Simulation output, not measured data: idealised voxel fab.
The following is a process module called voxel double patterning.
It is cross-section cut that appears here, measuring 265 nm in width, its square cells being 5 nm in size.
Format of a cross-section: grid, square cells. Given as bands. Order: top down. Band: one or more rows of cells. Read a band's entry like this: the first values are the height of its top and the height of its bottom in nm, and what follows is the sequence of materials from left to right, each with its width in nm. Note that "blank" is empty space, and that a single material marked "everywhere" reaches across the band from edge to edge. Basically, 0 is our baseline, since under it the wafer straight out of the box is all one material. The bottom band has no lower end and keeps on going down, so it looks like "z 0 and below". The two numbers in a width such as "30->40" mark its ends across the band: the first belongs to the top row of cells, the second to the bottom row, and from each row to the next the width moves by the same amount. Reading "remained unchanged" for a step: not a cell of the cross-section changed in it. Closed empty spaces (no open way to the top) of 8 cells or more are what "Enclosed voids" lists, each as width x height at distance from the left edge, nm for all three. Anything after a step's settings on that line? It's the simulator's own note about the step. Each step line may optionally specify "overlay nm", which for a step with a mask gives the rightward distance between the mask's planned place and where it lay, a negative value indicating the leftward direction.
## Intended process steps
1 RECEIVE: material Si
2 CONFORMAL_DEP: material SiO2, thk nm 5
3 DIRECTIONAL_DEP: material W, thk nm 20
4 DIRECTIONAL_DEP: material SiCN, thk nm 10
5 PATTERN: tone open, mask id FIRST, material resist, width nm 15, pitch nm 50, thk nm 15, overlay nm 0
6 DIRECTIONAL_ETCH: etch materials SiCN, depth nm 10
7 STRIP: etch materials resist
8 PATTERN: tone open, mask id SECOND, material resist, width nm 15, thk nm 15, overlay nm 0
9 DIRECTIONAL_ETCH: etch materials SiCN, depth nm 10
10 STRIP: etch materials resist
11 DIRECTIONAL_ETCH: etch materials W, depth nm 20
12 STRIP: etch materials SiCN
## as received, after step 1
> z 0 and below: Si everywhere
> Enclosed voids: none
## Here's the cross-section of the first of our two wafers at the end of the module - it ran as planned
> z 25 to 5: 100 W | 15 blank | 10 W | 15 blank | 10 W | 15 blank | 100 W
> z 5 to 0: SiO2 everywhere
> z 0 and below: Si everywhere
> Enclosed voids: none
## Wafer two cross-section, module end. Start and plan unchanged from wafer one; one mistake made during the run
> z 25 to 20: SiO2 everywhere
> z 20 to 0: W everywhere
> z 0 and below: Si everywhere
> Enclosed voids: none
Error vs. plan: sequence error: steps 2 and 3 interchanged
The final cell counts differ between the wafers, with the second having more or fewer of some materials than the first: W: 36 more
